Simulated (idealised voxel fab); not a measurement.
Process module heading - voxel capacitor over wiring
Cross-sectional view cut (width: 290 nm; square cell size: 5 nm).
For the purposes of this document, a cross-section shall be understood as a grid of square cells, specified as bands listed in top-to-bottom order, each band consisting of one or more rows of cells.
Read a band's entry like this: the first values are the height of its top and the height of its bottom in nm, and what follows is the sequence of materials from left to right, each with its width in nm. Note that "air" is empty space, and that a single material marked "everywhere" reaches across the band from edge to edge.
Beneath 0, the wafer as received is one material, and that level is where height counting begins. The lowest band goes on downward without a bottom; it is written like "0 nm and below".
The notation "30->40" denotes a width that varies across the rows of cells in the band, beginning at the first number in the top row, finishing at the second number in the bottom row, and changing by an identical amount from each row to the next.
"remained the same" means the step left every cell of the cross-section as it was.
The label "Sealed void listing" introduces a list of the empty spaces, 8 cells or larger, that have no open way up to the top; each entry in it reads width x height at distance, where the distance is taken from the left edge and all three are stated in nm.
What comes after the settings on a step's line is commentary from the simulator itself on that step.
The setting "overlay nm" may be written on the line of a step. When the step uses a mask, the value reports how far to the right of the planned place the mask lay, and a negative value reports that it lay to the left.
Set out below are the planned steps of the process
step 1: RECEIVE with material Si
step 2: CONFORMAL_DEP with material SiO2, thk nm 10
step 3: CONFORMAL_DEP with material SiCN, thk nm 5
step 4: DIRECTIONAL_DEP with material SiO2, thk nm 25
step 5: PATTERN with tone open, mask id METAL_1, material resist, width nm 20, pitch nm 80, thk nm 15, overlay nm 0
step 6: DIRECTIONAL_ETCH with etch materials SiO2, depth nm 25
step 7: DIRECTIONAL_ETCH with etch materials SiCN, depth nm 5
step 8: STRIP with etch materials resist
step 9: CONFORMAL_DEP with material TiN, thk nm 5
step 10: FILL_DEP with material Cu, thk nm 10
step 11: CMP with height nm 40
step 12: CONFORMAL_DEP with material SiCN, thk nm 5
step 13: DIRECTIONAL_DEP with material lowk, thk nm 15
step 14: MASKED_ETCH with tone open, mask id PLUG_1, width nm 15, etch materials lowk, depth nm 15, overlay nm 0
step 15: MASKED_ETCH with tone open, mask id PLUG_1, width nm 15, etch materials SiCN, depth nm 5, overlay nm 0
step 16: CONFORMAL_DEP with material TiN, thk nm 5
step 17: FILL_DEP with material Cu, thk nm 10
step 18: CMP with height nm 60
step 19: DIRECTIONAL_DEP with material TiN, thk nm 10
step 20: DIRECTIONAL_DEP with material Al2O3, thk nm 5
step 21: DIRECTIONAL_DEP with material TiN, thk nm 5
step 22: DIRECTIONAL_DEP with material aC, thk nm 15
step 23: PATTERN with tone cover, mask id UPPER_PLATE, material resist, width nm 65, thk nm 35, overlay nm 0
step 24: DIRECTIONAL_ETCH with etch materials aC, depth nm 15
step 25: STRIP with etch materials resist
step 26: DIRECTIONAL_ETCH with etch materials TiN, depth nm 5
step 27: DIRECTIONAL_ETCH with etch materials Al2O3, depth nm 5
step 28: STRIP with etch materials aC
step 29: PATTERN with tone cover, mask id LOWER_PLATE, material resist, width nm 75, thk nm 20, overlay nm 0
step 30: DIRECTIONAL_ETCH with etch materials TiN, depth nm 10
step 31: STRIP with etch materials resist
step 32: FILL_DEP with material SiO2, thk nm 15
step 33: CMP with height nm 90
step 34: DIRECTIONAL_DEP with material aC, thk nm 10
step 35: PATTERN with tone open, mask id PLUG_2, material resist, width nm 15, thk nm 25, overlay nm 0
step 36: DIRECTIONAL_ETCH with etch materials aC, depth nm 10
step 37: STRIP with etch materials resist
step 38: DIRECTIONAL_ETCH with etch materials SiO2, depth nm 10
step 39: STRIP with etch materials aC
step 40: CONFORMAL_DEP with material TiN, thk nm 5
step 41: FILL_DEP with material Ru, thk nm 5
step 42: CMP with height nm 90
step 43: CONFORMAL_DEP with material SiN, thk nm 5
Below: the first of two wafers, run as planned
Cross-section of the wafer upon arrival, representing the state reached after step 1
> 0 nm and below: Si everywhere
> Sealed void listing: none
Step 2 done - wafer cross-section
> 10 nm to 0 nm: SiO2 everywhere
> Heights below 0 show no change.
Step 3 done - wafer cross-section
> 15 nm to 10 nm: SiCN everywhere
> Heights below 10 show no change.
Step 4 done - wafer cross-section
> 40 nm to 15 nm: SiO2 everywhere
> Heights below 15 show no change.
Step 5 done - wafer cross-section
> 55 nm to 40 nm: 95 resist; 20 air; 60 resist; 20 air; 95 resist
> Heights below 40 show no change.
Step 6 done - wafer cross-section
> 55 nm to 40 nm: 95 resist; 20 air; 60 resist; 20 air; 95 resist
> 40 nm to 15 nm: 95 SiO2; 20 air; 60 SiO2; 20 air; 95 SiO2
> Heights below 15 show no change.
Step 7 done - wafer cross-section
> 55 nm to 40 nm: 95 resist; 20 air; 60 resist; 20 air; 95 resist
> 40 nm to 15 nm: 95 SiO2; 20 air; 60 SiO2; 20 air; 95 SiO2
> 15 nm to 10 nm: 95 SiCN; 20 air; 60 SiCN; 20 air; 95 SiCN
> Heights below 10 show no change.
Step 8 done - wafer cross-section
> 40 nm to 15 nm: 95 SiO2; 20 air; 60 SiO2; 20 air; 95 SiO2
> Heights below 15 show no change.
Step 9 done - wafer cross-section
> 45 nm to 40 nm: 100 TiN; 10 air; 70 TiN; 10 air; 100 TiN
> 40 nm to 15 nm: 95 SiO2; 5 TiN; 10 air; 5 TiN; 60 SiO2; 5 TiN; 10 air; 5 TiN; 95 SiO2
> 15 nm to 10 nm: 95 SiCN; 20 TiN; 60 SiCN; 20 TiN; 95 SiCN
> Heights below 10 show no change.
Step 10 done - wafer cross-section
> 55 nm to 45 nm: Cu everywhere
> 45 nm to 40 nm: 100 TiN; 10 Cu; 70 TiN; 10 Cu; 100 TiN
> 40 nm to 15 nm: 95 SiO2; 5 TiN; 10 Cu; 5 TiN; 60 SiO2; 5 TiN; 10 Cu; 5 TiN; 95 SiO2
> Heights below 15 show no change.
Step 11 done - wafer cross-section
> 40 nm to 15 nm: 95 SiO2; 5 TiN; 10 Cu; 5 TiN; 60 SiO2; 5 TiN; 10 Cu; 5 TiN; 95 SiO2
> Heights below 15 show no change.
Step 12 done - wafer cross-section
> 45 nm to 40 nm: SiCN everywhere
> Heights below 40 show no change.
Step 13 done - wafer cross-section
> 60 nm to 45 nm: lowk everywhere
> Heights below 45 show no change.
Step 14 done - wafer cross-section
> 60 nm to 45 nm: 100 lowk; 15 air; 175 lowk
> Heights below 45 show no change.
Step 15 done - wafer cross-section
> 60 nm to 45 nm: 100 lowk; 15 air; 175 lowk
> 45 nm to 40 nm: 100 SiCN; 15 air; 175 SiCN
> Heights below 40 show no change.
Step 16 done - wafer cross-section
> 65 nm to 60 nm: 105 TiN; 5 air; 180 TiN
> 60 nm to 45 nm: 100 lowk; 5 TiN; 5 air; 5 TiN; 175 lowk
> 45 nm to 40 nm: 100 SiCN; 15 TiN; 175 SiCN
> Heights below 40 show no change.
Step 17 done - wafer cross-section
> 75 nm to 65 nm: Cu everywhere
> 65 nm to 60 nm: 105 TiN; 5 Cu; 180 TiN
> 60 nm to 45 nm: 100 lowk; 5 TiN; 5 Cu; 5 TiN; 175 lowk
> Heights below 45 show no change.
Step 18 done - wafer cross-section
> 60 nm to 45 nm: 100 lowk; 5 TiN; 5 Cu; 5 TiN; 175 lowk
> Heights below 45 show no change.
Step 19 done - wafer cross-section
> 70 nm to 60 nm: TiN everywhere
> Heights below 60 show no change.
Step 20 done - wafer cross-section
> 75 nm to 70 nm: Al2O3 everywhere
> Heights below 70 show no change.
Step 21 done - wafer cross-section
> 80 nm to 75 nm: TiN everywhere
> Heights below 75 show no change.
Step 22 done - wafer cross-section
> 95 nm to 80 nm: aC everywhere
> Heights below 80 show no change.
Step 23 done - wafer cross-section
> 130 nm to 95 nm: 100 air; 65 resist; 125 air
> Heights below 95 show no change.
Step 24 done - wafer cross-section
> 115 nm to 95 nm: 100 air; 65 resist; 125 air
> 95 nm to 80 nm: 100 air; 65 aC; 125 air
> Heights below 80 show no change.
Step 25 done - wafer cross-section
> 95 nm to 80 nm: 100 air; 65 aC; 125 air
> Heights below 80 show no change.
Step 26 done - wafer cross-section
> 95 nm to 80 nm: 100 air; 65 aC; 125 air
> 80 nm to 75 nm: 100 air; 65 TiN; 125 air
> Heights below 75 show no change.
Step 27 done - wafer cross-section
> 95 nm to 80 nm: 100 air; 65 aC; 125 air
> 80 nm to 75 nm: 100 air; 65 TiN; 125 air
> 75 nm to 70 nm: 100 air; 65 Al2O3; 125 air
> Heights below 70 show no change.
Step 28 done - wafer cross-section
> 80 nm to 75 nm: 100 air; 65 TiN; 125 air
> Heights below 75 show no change.
Step 29 done - wafer cross-section
> 100 nm to 80 nm: 95 air; 75 resist; 120 air
> 80 nm to 75 nm: 95 air; 5 resist; 65 TiN; 5 resist; 120 air
> 75 nm to 70 nm: 95 air; 5 resist; 65 Al2O3; 5 resist; 120 air
> Heights below 70 show no change.
Step 30 done - wafer cross-section
> 100 nm to 80 nm: 95 air; 75 resist; 120 air
> 80 nm to 75 nm: 95 air; 5 resist; 65 TiN; 5 resist; 120 air
> 75 nm to 70 nm: 95 air; 5 resist; 65 Al2O3; 5 resist; 120 air
> 70 nm to 60 nm: 95 air; 75 TiN; 120 air
> Heights below 60 show no change.
Step 31 done - wafer cross-section
> 80 nm to 75 nm: 100 air; 65 TiN; 125 air
> 75 nm to 70 nm: 100 air; 65 Al2O3; 125 air
> Heights below 70 show no change.
Step 32 done - wafer cross-section
> 95 nm to 80 nm: SiO2 everywhere
> 80 nm to 75 nm: 100 SiO2; 65 TiN; 125 SiO2
> 75 nm to 70 nm: 100 SiO2; 65 Al2O3; 125 SiO2
> 70 nm to 60 nm: 95 SiO2; 75 TiN; 120 SiO2
> Heights below 60 show no change.
Step 33 done - wafer cross-section
> 90 nm to 80 nm: SiO2 everywhere
> Heights below 80 show no change.
Step 34 done - wafer cross-section
> 100 nm to 90 nm: aC everywhere
> Heights below 90 show no change.
Step 35 done - wafer cross-section
> 125 nm to 100 nm: 110 resist; 15 air; 165 resist
> Heights below 100 show no change.
Step 36 done - wafer cross-section
> 115 nm to 100 nm: 110 resist; 15 air; 165 resist
> 100 nm to 90 nm: 110 aC; 15 air; 165 aC
> Heights below 90 show no change.
Step 37 done - wafer cross-section
> 100 nm to 90 nm: 110 aC; 15 air; 165 aC
> Heights below 90 show no change.
Step 38 done - wafer cross-section
> 100 nm to 90 nm: 110 aC; 15 air; 165 aC
> 90 nm to 80 nm: 110 SiO2; 15 air; 165 SiO2
> Heights below 80 show no change.
Step 39 done - wafer cross-section
> 90 nm to 80 nm: 110 SiO2; 15 air; 165 SiO2
> Heights below 80 show no change.
Step 40 done - wafer cross-section
> 95 nm to 90 nm: 115 TiN; 5 air; 170 TiN
> 90 nm to 85 nm: 110 SiO2; 5 TiN; 5 air; 5 TiN; 165 SiO2
> 85 nm to 75 nm: 110->100 SiO2; 15->65 TiN; 165->125 SiO2
> Heights below 75 show no change.
Step 41 done - wafer cross-section
> 100 nm to 95 nm: Ru everywhere
> 95 nm to 90 nm: 115 TiN; 5 Ru; 170 TiN
> 90 nm to 85 nm: 110 SiO2; 5 TiN; 5 Ru; 5 TiN; 165 SiO2
> Heights below 85 show no change.
Step 42 done - wafer cross-section
> 90 nm to 85 nm: 110 SiO2; 5 TiN; 5 Ru; 5 TiN; 165 SiO2
> Heights below 85 show no change.
Step 43 done - wafer cross-section
> 95 nm to 90 nm: SiN everywhere
> Heights below 90 show no change.
Notes, second wafer: start = first wafer's, plan = first wafer's, execution had one mistake; history identical to first through step 17
Cross-sectional representation of the second wafer at the time designated in the plan for the completion of step 18
> 60 nm to 45 nm: 100 lowk; 5 TiN; 5 Cu; 5 TiN; 175 lowk
> Heights below 45 show no change.
Cross-sectional representation of the second wafer at the time designated in the plan for the completion of step 19
> 70 nm to 60 nm: TiN everywhere
> Heights below 60 show no change.
Cross-sectional representation of the second wafer at the time designated in the plan for the completion of step 20
> 75 nm to 70 nm: Al2O3 everywhere
> Heights below 70 show no change.
Cross-sectional representation of the second wafer at the time designated in the plan for the completion of step 21
> 80 nm to 75 nm: TiN everywhere
> Heights below 75 show no change.
Cross-sectional representation of the second wafer at the time designated in the plan for the completion of step 22
> 95 nm to 80 nm: aC everywhere
> Heights below 80 show no change.
Cross-sectional representation of the second wafer at the time designated in the plan for the completion of step 23
> 130 nm to 95 nm: 100 air; 65 resist; 125 air
> Heights below 95 show no change.
Cross-sectional representation of the second wafer at the time designated in the plan for the completion of step 24
> 115 nm to 95 nm: 100 air; 65 resist; 125 air
> 95 nm to 80 nm: 100 air; 65 aC; 125 air
> Heights below 80 show no change.
Cross-sectional representation of the second wafer at the time designated in the plan for the completion of step 25
> 95 nm to 80 nm: 100 air; 65 aC; 125 air
> Heights below 80 show no change.
Cross-sectional representation of the second wafer at the time designated in the plan for the completion of step 26
> 95 nm to 80 nm: 100 air; 65 aC; 125 air
> 80 nm to 75 nm: 100 air; 65 TiN; 125 air
> Heights below 75 show no change.
Cross-sectional representation of the second wafer at the time designated in the plan for the completion of step 27
> 95 nm to 80 nm: 100 air; 65 aC; 125 air
> 80 nm to 75 nm: 100 air; 65 TiN; 125 air
> 75 nm to 70 nm: 100 air; 65 Al2O3; 125 air
> Heights below 70 show no change.
Cross-sectional representation of the second wafer at the time designated in the plan for the completion of step 28
> 80 nm to 75 nm: 100 air; 65 TiN; 125 air
> Heights below 75 show no change.
Cross-sectional representation of the second wafer at the time designated in the plan for the completion of step 29
> 100 nm to 80 nm: 95 air; 75 resist; 120 air
> 80 nm to 75 nm: 95 air; 5 resist; 65 TiN; 5 resist; 120 air
> 75 nm to 70 nm: 95 air; 5 resist; 65 Al2O3; 5 resist; 120 air
> Heights below 70 show no change.
Cross-sectional representation of the second wafer at the time designated in the plan for the completion of step 30
> 100 nm to 80 nm: 95 air; 75 resist; 120 air
> 80 nm to 75 nm: 95 air; 5 resist; 65 TiN; 5 resist; 120 air
> 75 nm to 70 nm: 95 air; 5 resist; 65 Al2O3; 5 resist; 120 air
> 70 nm to 60 nm: 95 air; 75 TiN; 120 air
> Heights below 60 show no change.
Cross-sectional representation of the second wafer at the time designated in the plan for the completion of step 31
> 80 nm to 75 nm: 100 air; 65 TiN; 125 air
> 75 nm to 70 nm: 100 air; 65 Al2O3; 125 air
> Heights below 70 show no change.
Cross-sectional representation of the second wafer at the time designated in the plan for the completion of step 32
> 95 nm to 80 nm: SiO2 everywhere
> 80 nm to 75 nm: 100 SiO2; 65 TiN; 125 SiO2
> 75 nm to 70 nm: 100 SiO2; 65 Al2O3; 125 SiO2
> 70 nm to 60 nm: 95 SiO2; 75 TiN; 120 SiO2
> Heights below 60 show no change.
Cross-sectional representation of the second wafer at the time designated in the plan for the completion of step 33
> 90 nm to 80 nm: SiO2 everywhere
> Heights below 80 show no change.
Cross-sectional representation of the second wafer at the time designated in the plan for the completion of step 34
> 100 nm to 90 nm: aC everywhere
> Heights below 90 show no change.
Cross-sectional representation of the second wafer at the time designated in the plan for the completion of step 35
> 125 nm to 100 nm: 110 resist; 15 air; 165 resist
> Heights below 100 show no change.
Cross-sectional representation of the second wafer at the time designated in the plan for the completion of step 36
> 115 nm to 100 nm: 110 resist; 15 air; 165 resist
> 100 nm to 90 nm: 110 aC; 15 air; 165 aC
> Heights below 90 show no change.
Cross-sectional representation of the second wafer at the time designated in the plan for the completion of step 37
> 100 nm to 90 nm: 110 aC; 15 air; 165 aC
> Heights below 90 show no change.
Cross-sectional representation of the second wafer at the time designated in the plan for the completion of step 38
> 100 nm to 90 nm: 110 aC; 15 air; 165 aC
> 90 nm to 80 nm: 110 SiO2; 15 air; 165 SiO2
> Heights below 80 show no change.
Cross-sectional representation of the second wafer at the time designated in the plan for the completion of step 39
> 90 nm to 80 nm: 110 SiO2; 15 air; 165 SiO2
> Heights below 80 show no change.
Cross-sectional representation of the second wafer at the time designated in the plan for the completion of step 40
> 95 nm to 90 nm: 115 TiN; 5 air; 170 TiN
> 90 nm to 85 nm: 110 SiO2; 5 TiN; 5 air; 5 TiN; 165 SiO2
> 85 nm to 75 nm: 110->100 SiO2; 15->65 TiN; 165->125 SiO2
> Heights below 75 show no change.
Cross-sectional representation of the second wafer at the time designated in the plan for the completion of step 41
> 100 nm to 95 nm: Ru everywhere
> 95 nm to 90 nm: 115 TiN; 5 Ru; 170 TiN
> 90 nm to 85 nm: 110 SiO2; 5 TiN; 5 Ru; 5 TiN; 165 SiO2
> Heights below 85 show no change.
Cross-sectional representation of the second wafer at the time designated in the plan for the completion of step 42
> 90 nm to 85 nm: 110 SiO2; 5 TiN; 5 Ru; 5 TiN; 165 SiO2
> Heights below 85 show no change.
Cross-sectional representation of the second wafer at the time designated in the plan for the completion of step 43
> 95 nm to 90 nm: SiN everywhere
> Heights below 90 show no change.
What went wrong in running the wafer? plan step 18 was conducted twice
Honestly, by the end the two wafers have the same cross-section, so the mistake just doesn't show up in what this model computes.
